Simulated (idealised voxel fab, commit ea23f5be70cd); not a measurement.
Herein follows the process module entitled voxel lift off.
Shown is cross-section cut, with a width of 180 nm and square cells of size 5 nm.
Cross-section layout: square cells on a grid; listed as bands, top to bottom; a band spans one or more cell rows.
A band entry consists of two parts. The first gives the height of the band's top and the height of its bottom, in nm. The rest lists the band's materials from left to right, each with its width in nm. A single material labelled with the word "edge to edge" fills the band from edge to edge, and the word "blank" marks empty space.
We count height from 0. Below that, the starting wafer is all one material. The lowest band never ends at the bottom but goes on down; see "0 -> down" for how that is written.
A width such as "30->40" changes by the same amount from each row of cells to the next, from the band's top row to its bottom row.
It should be understood that the words "no change occurred", when stated for a given step, signify that the cross-section underwent no change in any of its cells during that step.
For the entry "Unvented cavities", the listed items are empty spaces with no open way to the top whose size is 8 cells or more; each item follows the pattern width x height at distance, where distance is from the left edge and all three are in nm.
Formally, on a step line, whatever follows the settings is a remark that the simulator itself makes on the step.
overlay nm: mask offset rightward from planned place, masked step; negative means leftward offset.
-- Process steps (planned)
1,RECEIVE: material Si
2,CONFORMAL_DEP: material SiN, thk nm 5
3,PATTERN: tone open, mask id LINES, material resist, width nm 30, pitch nm 45, thk nm 20, overlay nm 0
4,DIRECTIONAL_DEP: material Ru, thk nm 10
5,STRIP: etch materials resist
6,CONFORMAL_DEP: material SiCN, thk nm 5
-- Received-state cross-section, reflecting completion of step 1
> 0 -> down = Si edge to edge
> Unvented cavities: none
-- Result of the module, cross-sectioned: start per above, plan per above, one error in how it was run
> 30 -> 20 = 15 nm blank | 150 nm SiCN | 15 nm blank
> 20 -> 15 = SiCN edge to edge
> 15 -> 5 = 30 nm SiCN | 30 nm Ru | 15 nm SiCN | 30 nm Ru | 15 nm SiCN | 30 nm Ru | 30 nm SiCN
> 5 -> 0 = SiN edge to edge
> 0 -> down = Si edge to edge
> Unvented cavities: none
So what did we get wrong on this run? step 6 ran with different settings than intended, the actual operation and settings being CONFORMAL_DEP: material SiCN, thk nm 15
